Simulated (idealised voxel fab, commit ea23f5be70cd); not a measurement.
Process module, titled voxel local oxidation
FYI the section here is cut, 255 nm wide, cells are 5 nm squares.
Cross-section = grid of square cells, listed top down in bands; band = one or more rows. In this notation a band is specified by the heights of its top and bottom, in that order and in nm, after which its materials appear from left to right, each paired with its width in nm. The word "throughout" attached to a single material means that material fills the band from edge to edge; the word "empty" stands for empty space. Below 0: as-received wafer, all one material; heights counted from there. Lowest band: no bottom, goes on down, written "z 0 and below". Graded width ("30..40"): value in top row of band = first number; value in bottom row = second number; row-to-row change constant. Any step labelled "nothing altered" changed none of the cells in the cross-section. Reported under the label "Sealed voids" are the empty spaces having no open way to the top and comprising 8 cells or more; the notation for each is width x height at distance, in which the distance is measured from the left edge and all three values are in nm. Where a step's line continues beyond its settings, the continuation is a remark by the simulator itself on that step. Regarding "overlay nm": on a step with a mask, it is the distance the mask lay to the right of its planned place; a negative value places it to the left.

Listed below are the process steps as planned:
step 1: RECEIVE,material Si
step 2: CONFORMAL_DEP,material SiO2,thk nm 5
step 3: CONFORMAL_DEP,material SiN,thk nm 15
step 4: PATTERN,tone cover,mask id ACTIVE,material resist,width nm 115,thk nm 15,overlay nm 0
step 5: DIRECTIONAL_ETCH,etch materials SiN,depth nm 15
step 6: STRIP,etch materials resist
step 7: SELECTIVE_ETCH,etch materials SiO2,depth nm 5
step 8: OXIDIZE,depth nm 15
step 9: STRIP,etch materials SiN

Cross-section, incoming material, after step 1:
	z 0 and below  Si throughout
	Sealed voids: none

Cross-section taken at module completion on the first of two wafers; processed per the plan:
	z 5 to 0  empty 75 | SiO2 105 | empty 75
	z 0 to -15  SiO2 90 | Si 75 | SiO2 90
	z -15 and below  Si throughout
	Sealed voids: none

So this is wafer number two of the two, cut at the end of the module - it started where the first did and had the same plan, we just got one thing wrong running it:
	z 5 to 0  empty 70 | SiO2 115 | empty 70
	z 0 to -15  SiO2 85 | Si 85 | SiO2 85
	z -15 and below  Si throughout
	Sealed voids: none
What broke from the plan during processing? step 4 ran as: PATTERN,tone cover,mask id ACTIVE,material resist,width nm 125,thk nm 15,overlay nm 0
Wafer comparison, final, in cells, second relative to first, materials more or fewer: Si +6; SiO2 -4
